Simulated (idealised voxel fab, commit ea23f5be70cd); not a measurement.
Process module, titled voxel air gaps
This is section cut - it's 280 nm across, gridded in 5 nm square cells.
A cross-section is written here as square cells arranged in a grid, and it is given in bands from the top down, each band taking up one or more rows of cells. The entry gives the band's vertical extent as a top height and a bottom height in nm, then its horizontal make-up as materials from left to right, each with a width in nm. "empty" stands for empty space; a single material marked "edge to edge" fills the band edge to edge. It should be noted that heights are counted from 0, beneath which the wafer as supplied is of one material throughout, and that the lowest band possesses no lower boundary but continues downward, as written in "z 0 and below". It should be noted that a width expressed as "30..40" varies in equal increments from row to row of cells within the band, taking the value of the first number at the top row and that of the second number at the bottom row. Any step labelled "all unchanged" changed none of the cells in the cross-section. "Enclosed voids": sealed empty spaces, 8 cells or more, no open way to top, listed width x height at distance, with distance from the left edge and width, height and distance in nm. On each step's line, the part that comes after the settings is the simulator's own comment on the step. When a step includes a mask, the "overlay nm" setting on its line states how far to the right of its planned place that mask lay, and negative values state how far to the left.

Steps in the process plan
step 1: RECEIVE | material Si
step 2: CONFORMAL_DEP | material SiO2 | thk nm 10
step 3: CONFORMAL_DEP | material SiCN | thk nm 5
step 4: DIRECTIONAL_DEP | material lowk | thk nm 35
step 5: MASKED_ETCH | tone open | mask id LINES | width nm 15 | pitch nm 40 | etch materials lowk | depth nm 35 | overlay nm 0
step 6: CONFORMAL_DEP | material TiN | thk nm 5
step 7: FILL_DEP | material W | thk nm 10
step 8: CMP | height nm 50
step 9: EPI | material Ru | thk nm 10
step 10: SELECTIVE_ETCH | etch materials lowk | depth nm 45
step 11: CONFORMAL_DEP | material SiCN | thk nm 5
The wafers in this document start out alike and differ in the width nm applied at step 5; the plan shows the value used for the first wafer.

Incoming state of the first of several wafers in cross-section: after step 1
	z 0 and below  Si edge to edge
	Enclosed voids: none

End of module, by wafer: material-by-material cell gain (+) or loss (-) since receipt, then closed voids
width nm 15 | +56 Ru | +204 SiCN | +112 SiO2 | +60 TiN | +24 W | Enclosed voids: 15 x 25 at 90; 15 x 25 at 130; 15 x 25 at 170
width nm 20 | +64 Ru | +138 SiCN | +112 SiO2 | +64 TiN | +48 W | +84 lowk | Enclosed voids: none
width nm 25 | +66 Ru | +138 SiCN | +112 SiO2 | +68 TiN | +72 W | +63 lowk | Enclosed voids: none
